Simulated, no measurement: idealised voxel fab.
The following is a process module called voxel plated lines.
195 nm wide, 5 nm square cells: that's cross-section cut.
How to read a cross-section here: the picture is a grid of square cells, written as bands going from the top down, and any band can span one or more rows of cells.
Top, bottom (nm), then materials left to right with widths (nm); lone material tagged "edge to edge" fills the whole band edge to edge; "air" = empty space.
A quick word on heights: they are counted from 0, and under that level the wafer as it came to us is one material throughout. The lowest band is different from the rest in having no bottom; it simply continues downward, written as in "0 -> down".
Think of "30->40" as a width that walks from the first number to the second as you go down the band, top row to bottom row, taking equal-sized steps from row to row.
"same as before" for a step: no cell of the cross-section changed in that step.
Look at "Encapsulated voids" for the closed voids: empty spaces with no open path to the top, sized 8 cells or up. Each is width x height at distance, distance from the left edge, all nm.
Note: text after step settings on the step line = simulator remark on that step.
The line of a step may include "overlay nm". On a step with a mask, this value is how far to the right of its planned place the mask lay. A negative value means the mask lay to the left.

Process steps (planned):
1 RECEIVE, material Si
2 CONFORMAL_DEP, material SiN, thk nm 10
3 DIRECTIONAL_DEP, material TiN, thk nm 5
4 PATTERN, tone open, mask id LINES, material resist, width nm 15, pitch nm 35, thk nm 35, overlay nm 0
5 EPI, material Ru, thk nm 10
6 EPI, material Ru, thk nm 5
7 EPI, material Ru, thk nm 10
8 STRIP, etch materials resist
9 DIRECTIONAL_ETCH, etch materials TiN, depth nm 5
10 CONFORMAL_DEP, material SiCN, thk nm 5

Here's what the wafer looked like in cross-section when it arrived - that's after step 1:
> 0 -> down  Si edge to edge
> Encapsulated voids: none

As-planned run: cross-section of the first of two wafers at end of module:
> 45 -> 40  65 air | 25 SiCN | 10 air | 25 SiCN | 70 air
> 40 -> 15  65 air | 5 SiCN | 15 Ru | 5 SiCN | 10 air | 5 SiCN | 15 Ru | 5 SiCN | 70 air
> 15 -> 10  70 SiCN | 15 TiN | 20 SiCN | 15 TiN | 75 SiCN
> 10 -> 0  SiN edge to edge
> 0 -> down  Si edge to edge
> Encapsulated voids: none

Wafer two, sectioned after the module: the first wafer's start, the first wafer's plan, and one mistake in how it was run:
> 45 -> 40  60 air | 25 SiCN | 10 air | 25 SiCN | 75 air
> 40 -> 15  60 air | 5 SiCN | 15 Ru | 5 SiCN | 10 air | 5 SiCN | 15 Ru | 5 SiCN | 75 air
> 15 -> 10  65 SiCN | 15 TiN | 20 SiCN | 15 TiN | 80 SiCN
> 10 -> 0  SiN edge to edge
> 0 -> down  Si edge to edge
> Encapsulated voids: none
The mistake made against the process plan was this: step 4 was not run as planned; what actually ran was PATTERN, tone open, mask id LINES, material resist, width nm 15, pitch nm 35, thk nm 35, overlay nm -5
By the end, you'd get the same cell count for each material on either wafer, but the second wafer puts them somewhere else.
